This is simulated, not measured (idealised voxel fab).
process module | voxel ribs on slabs
cross-section cut | 230 nm wide | cells 5 nm
A cross-section is a grid of square cells, given in bands from the top down. A band is one or more rows of cells.
Each band's line starts with the height of the band's top and of its bottom, in nm. Then come its materials from left to right, each with its width in nm. One material with "throughout" fills the band from edge to edge. "air" is empty space.
Height 0 is the level under which the wafer as received is all one material. The lowest band goes on downwards, as in "0 down".
A width such as "30 to 40" changes by the same amount from each row of cells to the next, from the band's top row to its bottom row.
"no change" after a step means that no cell of the cross-section changed.
closed voids: empty space of 8 cells or more with no open way to the top, each as width x height at its distance from the left edge, in nm
after a step's settings: what the simulator itself notes on the step
overlay nm, on a step with a mask: how far to the right of its planned place the mask lay; to the left if negative
Each pair below shows a cross-section before one step and the cross-section after it, down to the lowest band that changed. The line under each pair gives the step between them, with its settings. The pairs can come from different runs of this module on the same starting wafer, so a pair continues from the pair above only where its "before" says so.
before
  0 down: Si throughout
  closed voids: none
after
  25 to 0: SiO2 throughout
  below 0: unchanged
  closed voids: none
the step between: op DIRECTIONAL_DEP | material SiO2 | thk nm 25
before: the cross-section after the pair above
after
  45 to 25: SiN throughout
  below 25: unchanged
  closed voids: none
the step between: op DIRECTIONAL_DEP | material SiN | thk nm 20
before: the cross-section after the pair above
after
  45 to 35: air 105 | SiN 20 | air 105
  below 35: unchanged
  closed voids: none
the step between: op MASKED_ETCH | tone cover | mask id RIB | width nm 20 | etch materials SiN | depth nm 10 | overlay nm 0
before: the cross-section after the pair above
after
  60 to 45: air 75 | resist 80 | air 75
  45 to 35: air 75 | resist 30 | SiN 20 | resist 30 | air 75
  below 35: unchanged
  closed voids: none
the step between: op PATTERN | tone cover | mask id SLAB | material resist | width nm 80 | thk nm 15 | overlay nm 0
before: the cross-section after the pair above
after
  60 to 45: air 75 | resist 80 | air 75
  45 to 35: air 75 | resist 30 | SiN 20 | resist 30 | air 75
  35 to 25: air 75 | SiN 80 | air 75
  below 25: unchanged
  closed voids: none
the step between: op DIRECTIONAL_ETCH | etch materials SiN | depth nm 10
before: the cross-section after the pair above
after
  45 to 35: air 105 | SiN 20 | air 105
  below 35: unchanged
  closed voids: none
the step between: op STRIP | etch materials resist
before: the cross-section after the pair above
after
  75 to 45: SiO2 throughout
  45 to 35: SiO2 105 | SiN 20 | SiO2 105
  35 to 25: SiO2 75 | SiN 80 | SiO2 75
  below 25: unchanged
  closed voids: none
the step between: op FILL_DEP | material SiO2 | thk nm 30
before: the cross-section after the pair above
after
  65 to 45: SiO2 throughout
  below 45: unchanged
  closed voids: none
the step between: op CMP | height nm 65
before: the cross-section after the pair above
after
  70 to 65: TiN throughout
  below 65: unchanged
  closed voids: none
the step between: op DIRECTIONAL_DEP | material TiN | thk nm 5
before: the cross-section after the pair above
after
  90 to 70: air 100 | resist 30 | air 100
  below 70: unchanged
  closed voids: none
the step between: op PATTERN | tone cover | mask id HEATER | material resist | width nm 30 | thk nm 20 | overlay nm 0
before: the cross-section after the pair above
after
  90 to 70: air 100 | resist 30 | air 100
  70 to 65: air 100 | TiN 30 | air 100
  below 65: unchanged
  closed voids: none
the step between: op DIRECTIONAL_ETCH | etch materials TiN | depth nm 5
before: the cross-section after the pair above
after
  70 to 65: air 100 | TiN 30 | air 100
  below 65: unchanged
  closed voids: none
the step between: op STRIP | etch materials resist
before: the cross-section after the pair above
after
  80 to 75: air 90 | SiO2 50 | air 90
  75 to 70: SiO2 throughout
  70 to 65: SiO2 100 | TiN 30 | SiO2 100
  below 65: unchanged
  closed voids: none
the step between: op CONFORMAL_DEP | material SiO2 | thk nm 10
before
  25 to 0: SiO2 throughout
  0 down: Si throughout
  closed voids: none
after
  50 to 0: SiO2 throughout
  below 0: unchanged
  closed voids: none
the step between: op DIRECTIONAL_DEP | material SiO2 | thk nm 25
before: the cross-section after the pair above
after
  70 to 50: SiN throughout
  below 50: unchanged
  closed voids: none
the step between: op DIRECTIONAL_DEP | material SiN | thk nm 20
before: the cross-section after the pair above
after
  70 to 60: air 105 | SiN 20 | air 105
  below 60: unchanged
  closed voids: none
the step between: op MASKED_ETCH | tone cover | mask id RIB | width nm 20 | etch materials SiN | depth nm 10 | overlay nm 0
before: the cross-section after the pair above
after
  85 to 70: air 75 | resist 80 | air 75
  70 to 60: air 75 | resist 30 | SiN 20 | resist 30 | air 75
  below 60: unchanged
  closed voids: none
the step between: op PATTERN | tone cover | mask id SLAB | material resist | width nm 80 | thk nm 15 | overlay nm 0
before: the cross-section after the pair above
after
  85 to 70: air 75 | resist 80 | air 75
  70 to 60: air 75 | resist 30 | SiN 20 | resist 30 | air 75
  60 to 50: air 75 | SiN 80 | air 75
  below 50: unchanged
  closed voids: none
the step between: op DIRECTIONAL_ETCH | etch materials SiN | depth nm 10
before: the cross-section after the pair above
after
  70 to 60: air 105 | SiN 20 | air 105
  below 60: unchanged
  closed voids: none
the step between: op STRIP | etch materials resist
before: the cross-section after the pair above
after
  100 to 70: SiO2 throughout
  70 to 60: SiO2 105 | SiN 20 | SiO2 105
  60 to 50: SiO2 75 | SiN 80 | SiO2 75
  below 50: unchanged
  closed voids: none
the step between: op FILL_DEP | material SiO2 | thk nm 30
before: the cross-section after the pair above
after
  65 to 60: SiO2 105 | SiN 20 | SiO2 105
  below 60: unchanged
  closed voids: none
the step between: op CMP | height nm 65
before: the cross-section after the pair above
after
  70 to 65: TiN throughout
  below 65: unchanged
  closed voids: none
the step between: op DIRECTIONAL_DEP | material TiN | thk nm 5
before: the cross-section after the pair above
after
  90 to 70: air 100 | resist 30 | air 100
  below 70: unchanged
  closed voids: none
the step between: op PATTERN | tone cover | mask id HEATER | material resist | width nm 30 | thk nm 20 | overlay nm 0
before: the cross-section after the pair above
after
  90 to 70: air 100 | resist 30 | air 100
  70 to 65: air 100 | TiN 30 | air 100
  below 65: unchanged
  closed voids: none
the step between: op DIRECTIONAL_ETCH | etch materials TiN | depth nm 5
before: the cross-section after the pair above
after
  70 to 65: air 100 | TiN 30 | air 100
  below 65: unchanged
  closed voids: none
the step between: op STRIP | etch materials resist
before: the cross-section after the pair above
after
  80 to 75: air 90 | SiO2 50 | air 90
  75 to 70: SiO2 throughout
  70 to 65: SiO2 100 | TiN 30 | SiO2 100
  below 65: unchanged
  closed voids: none
the step between: op CONFORMAL_DEP | material SiO2 | thk nm 10
before
  0 down: Si throughout
  closed voids: none
after
  20 to 0: SiN throughout
  below 0: unchanged
  closed voids: none
the step between: op DIRECTIONAL_DEP | material SiN | thk nm 20
before: the cross-section after the pair above
after
  45 to 20: SiO2 throughout
  below 20: unchanged
  closed voids: none
the step between: op DIRECTIONAL_DEP | material SiO2 | thk nm 25
before: the cross-section after the pair above
after
  60 to 45: air 75 | resist 80 | air 75
  below 45: unchanged
  closed voids: none
the step between: op PATTERN | tone cover | mask id SLAB | material resist | width nm 80 | thk nm 15 | overlay nm 0
before: the cross-section after the pair above
after
  45 to 20: SiO2 throughout
  below 20: unchanged
  closed voids: none
the step between: op STRIP | etch materials resist
before: the cross-section after the pair above
after
  75 to 20: SiO2 throughout
  below 20: unchanged
  closed voids: none
the step between: op FILL_DEP | material SiO2 | thk nm 30
before: the cross-section after the pair above
after
  65 to 20: SiO2 throughout
  below 20: unchanged
  closed voids: none
the step between: op CMP | height nm 65
before: the cross-section after the pair above
after
  70 to 65: TiN throughout
  below 65: unchanged
  closed voids: none
the step between: op DIRECTIONAL_DEP | material TiN | thk nm 5
before: the cross-section after the pair above
after
  90 to 70: air 100 | resist 30 | air 100
  below 70: unchanged
  closed voids: none
the step between: op PATTERN | tone cover | mask id HEATER | material resist | width nm 30 | thk nm 20 | overlay nm 0
before: the cross-section after the pair above
after
  90 to 70: air 100 | resist 30 | air 100
  70 to 65: air 100 | TiN 30 | air 100
  below 65: unchanged
  closed voids: none
the step between: op DIRECTIONAL_ETCH | etch materials TiN | depth nm 5
before: the cross-section after the pair above
after
  70 to 65: air 100 | TiN 30 | air 100
  below 65: unchanged
  closed voids: none
the step between: op STRIP | etch materials resist
before: the cross-section after the pair above
after
  80 to 75: air 90 | SiO2 50 | air 90
  75 to 70: SiO2 throughout
  70 to 65: SiO2 100 | TiN 30 | SiO2 100
  below 65: unchanged
  closed voids: none
the step between: op CONFORMAL_DEP | material SiO2 | thk nm 10
before
  45 to 25: SiN throughout
  25 to 0: SiO2 throughout
  0 down: Si throughout
  closed voids: none
after
  45 to 40: air 105 | SiN 20 | air 105
  below 40: unchanged
  closed voids: none
the step between: op MASKED_ETCH | tone cover | mask id RIB | width nm 20 | etch materials SiN | depth nm 5 | overlay nm 0
before: the cross-section after the pair above
after
  60 to 45: air 75 | resist 80 | air 75
  45 to 40: air 75 | resist 30 | SiN 20 | resist 30 | air 75
  below 40: unchanged
  closed voids: none
the step between: op PATTERN | tone cover | mask id SLAB | material resist | width nm 80 | thk nm 15 | overlay nm 0
before: the cross-section after the pair above
after
  60 to 45: air 75 | resist 80 | air 75
  45 to 40: air 75 | resist 30 | SiN 20 | resist 30 | air 75
  40 to 30: air 75 | SiN 80 | air 75
  below 30: unchanged
  closed voids: none
the step between: op DIRECTIONAL_ETCH | etch materials SiN | depth nm 10
before: the cross-section after the pair above
after
  45 to 40: air 105 | SiN 20 | air 105
  below 40: unchanged
  closed voids: none
the step between: op STRIP | etch materials resist
before: the cross-section after the pair above
after
  75 to 45: SiO2 throughout
  45 to 40: SiO2 105 | SiN 20 | SiO2 105
  40 to 30: SiO2 75 | SiN 80 | SiO2 75
  below 30: unchanged
  closed voids: none
the step between: op FILL_DEP | material SiO2 | thk nm 30
before: the cross-section after the pair above
after
  65 to 45: SiO2 throughout
  below 45: unchanged
  closed voids: none
the step between: op CMP | height nm 65
before: the cross-section after the pair above
after
  70 to 65: TiN throughout
  below 65: unchanged
  closed voids: none
the step between: op DIRECTIONAL_DEP | material TiN | thk nm 5
before: the cross-section after the pair above
after
  90 to 70: air 100 | resist 30 | air 100
  below 70: unchanged
  closed voids: none
the step between: op PATTERN | tone cover | mask id HEATER | material resist | width nm 30 | thk nm 20 | overlay nm 0
before: the cross-section after the pair above
after
  90 to 70: air 100 | resist 30 | air 100
  70 to 65: air 100 | TiN 30 | air 100
  below 65: unchanged
  closed voids: none
the step between: op DIRECTIONAL_ETCH | etch materials TiN | depth nm 5
before: the cross-section after the pair above
after
  70 to 65: air 100 | TiN 30 | air 100
  below 65: unchanged
  closed voids: none
the step between: op STRIP | etch materials resist
before: the cross-section after the pair above
after
  80 to 75: air 90 | SiO2 50 | air 90
  75 to 70: SiO2 throughout
  70 to 65: SiO2 100 | TiN 30 | SiO2 100
  below 65: unchanged
  closed voids: none
the step between: op CONFORMAL_DEP | material SiO2 | thk nm 10
before
  45 to 25: SiN throughout
  25 to 0: SiO2 throughout
  0 down: Si throughout
  closed voids: none
after
  45 to 35: air 100 | SiN 30 | air 100
  below 35: unchanged
  closed voids: none
the step between: op MASKED_ETCH | tone cover | mask id RIB | width nm 30 | etch materials SiN | depth nm 10 | overlay nm 0
before: the cross-section after the pair above
after
  60 to 45: air 75 | resist 80 | air 75
  45 to 35: air 75 | resist 25 | SiN 30 | resist 25 | air 75
  below 35: unchanged
  closed voids: none
the step between: op PATTERN | tone cover | mask id SLAB | material resist | width nm 80 | thk nm 15 | overlay nm 0
before: the cross-section after the pair above
after
  60 to 45: air 75 | resist 80 | air 75
  45 to 35: air 75 | resist 25 | SiN 30 | resist 25 | air 75
  35 to 25: air 75 | SiN 80 | air 75
  below 25: unchanged
  closed voids: none
the step between: op DIRECTIONAL_ETCH | etch materials SiN | depth nm 10
before: the cross-section after the pair above
after
  45 to 35: air 100 | SiN 30 | air 100
  below 35: unchanged
  closed voids: none
the step between: op STRIP | etch materials resist
before: the cross-section after the pair above
after
  75 to 45: SiO2 throughout
  45 to 35: SiO2 100 | SiN 30 | SiO2 100
  35 to 25: SiO2 75 | SiN 80 | SiO2 75
  below 25: unchanged
  closed voids: none
the step between: op FILL_DEP | material SiO2 | thk nm 30
before: the cross-section after the pair above
after
  65 to 45: SiO2 throughout
  below 45: unchanged
  closed voids: none
the step between: op CMP | height nm 65
before: the cross-section after the pair above
after
  70 to 65: TiN throughout
  below 65: unchanged
  closed voids: none
the step between: op DIRECTIONAL_DEP | material TiN | thk nm 5
before: the cross-section after the pair above
after
  90 to 70: air 100 | resist 30 | air 100
  below 70: unchanged
  closed voids: none
the step between: op PATTERN | tone cover | mask id HEATER | material resist | width nm 30 | thk nm 20 | overlay nm 0
before: the cross-section after the pair above
after
  90 to 70: air 100 | resist 30 | air 100
  70 to 65: air 100 | TiN 30 | air 100
  below 65: unchanged
  closed voids: none
the step between: op DIRECTIONAL_ETCH | etch materials TiN | depth nm 5
before: the cross-section after the pair above
after
  70 to 65: air 100 | TiN 30 | air 100
  below 65: unchanged
  closed voids: none
the step between: op STRIP | etch materials resist
before: the cross-section after the pair above
after
  80 to 75: air 90 | SiO2 50 | air 90
  75 to 70: SiO2 throughout
  70 to 65: SiO2 100 | TiN 30 | SiO2 100
  below 65: unchanged
  closed voids: none
the step between: op CONFORMAL_DEP | material SiO2 | thk nm 10
before
  45 to 25: SiN throughout
  25 to 0: SiO2 throughout
  0 down: Si throughout
  closed voids: none
after
  45 to 35: air 95 | SiN 20 | air 115
  below 35: unchanged
  closed voids: none
the step between: op MASKED_ETCH | tone cover | mask id RIB | width nm 20 | etch materials SiN | depth nm 10 | overlay nm -10
before: the cross-section after the pair above
after
  60 to 45: air 75 | resist 80 | air 75
  45 to 35: air 75 | resist 20 | SiN 20 | resist 40 | air 75
  below 35: unchanged
  closed voids: none
the step between: op PATTERN | tone cover | mask id SLAB | material resist | width nm 80 | thk nm 15 | overlay nm 0
before: the cross-section after the pair above
after
  60 to 45: air 75 | resist 80 | air 75
  45 to 35: air 75 | resist 20 | SiN 20 | resist 40 | air 75
  35 to 25: air 75 | SiN 80 | air 75
  below 25: unchanged
  closed voids: none
the step between: op DIRECTIONAL_ETCH | etch materials SiN | depth nm 10
before: the cross-section after the pair above
after
  45 to 35: air 95 | SiN 20 | air 115
  below 35: unchanged
  closed voids: none
the step between: op STRIP | etch materials resist
before: the cross-section after the pair above
after
  75 to 45: SiO2 throughout
  45 to 35: SiO2 95 | SiN 20 | SiO2 115
  35 to 25: SiO2 75 | SiN 80 | SiO2 75
  below 25: unchanged
  closed voids: none
the step between: op FILL_DEP | material SiO2 | thk nm 30
before: the cross-section after the pair above
after
  65 to 45: SiO2 throughout
  below 45: unchanged
  closed voids: none
the step between: op CMP | height nm 65
before: the cross-section after the pair above
after
  70 to 65: TiN throughout
  below 65: unchanged
  closed voids: none
the step between: op DIRECTIONAL_DEP | material TiN | thk nm 5
before: the cross-section after the pair above
after
  90 to 70: air 100 | resist 30 | air 100
  below 70: unchanged
  closed voids: none
the step between: op PATTERN | tone cover | mask id HEATER | material resist | width nm 30 | thk nm 20 | overlay nm 0
before: the cross-section after the pair above
after
  90 to 70: air 100 | resist 30 | air 100
  70 to 65: air 100 | TiN 30 | air 100
  below 65: unchanged
  closed voids: none
the step between: op DIRECTIONAL_ETCH | etch materials TiN | depth nm 5
before: the cross-section after the pair above
after
  70 to 65: air 100 | TiN 30 | air 100
  below 65: unchanged
  closed voids: none
the step between: op STRIP | etch materials resist
before: the cross-section after the pair above
after
  80 to 75: air 90 | SiO2 50 | air 90
  75 to 70: SiO2 throughout
  70 to 65: SiO2 100 | TiN 30 | SiO2 100
  below 65: unchanged
  closed voids: none
the step between: op CONFORMAL_DEP | material SiO2 | thk nm 10
before
  65 to 45: SiO2 throughout
  45 to 35: SiO2 105 | SiN 20 | SiO2 105
  35 to 25: SiO2 75 | SiN 80 | SiO2 75
  25 to 0: SiO2 throughout
  0 down: Si throughout
  closed voids: none
after
  70 to 65: SiN throughout
  below 65: unchanged
  closed voids: none
the step between: op DIRECTIONAL_DEP | material SiN | thk nm 5
before: the cross-section after the pair above
after
  90 to 70: air 100 | resist 30 | air 100
  below 70: unchanged
  closed voids: none
the step between: op PATTERN | tone cover | mask id HEATER | material resist | width nm 30 | thk nm 20 | overlay nm 0
before: the cross-section after the pair above
after
  70 to 65: SiN throughout
  below 65: unchanged
  closed voids: none
the step between: op STRIP | etch materials resist
before: the cross-section after the pair above
after
  80 to 70: SiO2 throughout
  below 70: unchanged
  closed voids: none
the step between: op CONFORMAL_DEP | material SiO2 | thk nm 10
before
  70 to 65: TiN throughout
  65 to 45: SiO2 throughout
  45 to 35: SiO2 105 | SiN 20 | SiO2 105
  35 to 25: SiO2 75 | SiN 80 | SiO2 75
  25 to 0: SiO2 throughout
  0 down: Si throughout
  closed voids: none
after
  90 to 70: resist 100 | air 30 | resist 100
  below 70: unchanged
  closed voids: none
the step between: op PATTERN | tone open | mask id HEATER | material resist | width nm 30 | thk nm 20 | overlay nm 0
before: the cross-section after the pair above
after
  90 to 70: resist 100 | air 30 | resist 100
  70 to 65: TiN 100 | air 30 | TiN 100
  below 65: unchanged
  closed voids: none
the step between: op DIRECTIONAL_ETCH | etch materials TiN | depth nm 5
before: the cross-section after the pair above
after
  70 to 65: TiN 100 | air 30 | TiN 100
  below 65: unchanged
  closed voids: none
the step between: op STRIP | etch materials resist
before: the cross-section after the pair above
after
  80 to 75: SiO2 110 | air 10 | SiO2 110
  75 to 70: SiO2 throughout
  70 to 65: TiN 100 | SiO2 30 | TiN 100
  below 65: unchanged
  closed voids: none
the step between: op CONFORMAL_DEP | material SiO2 | thk nm 10
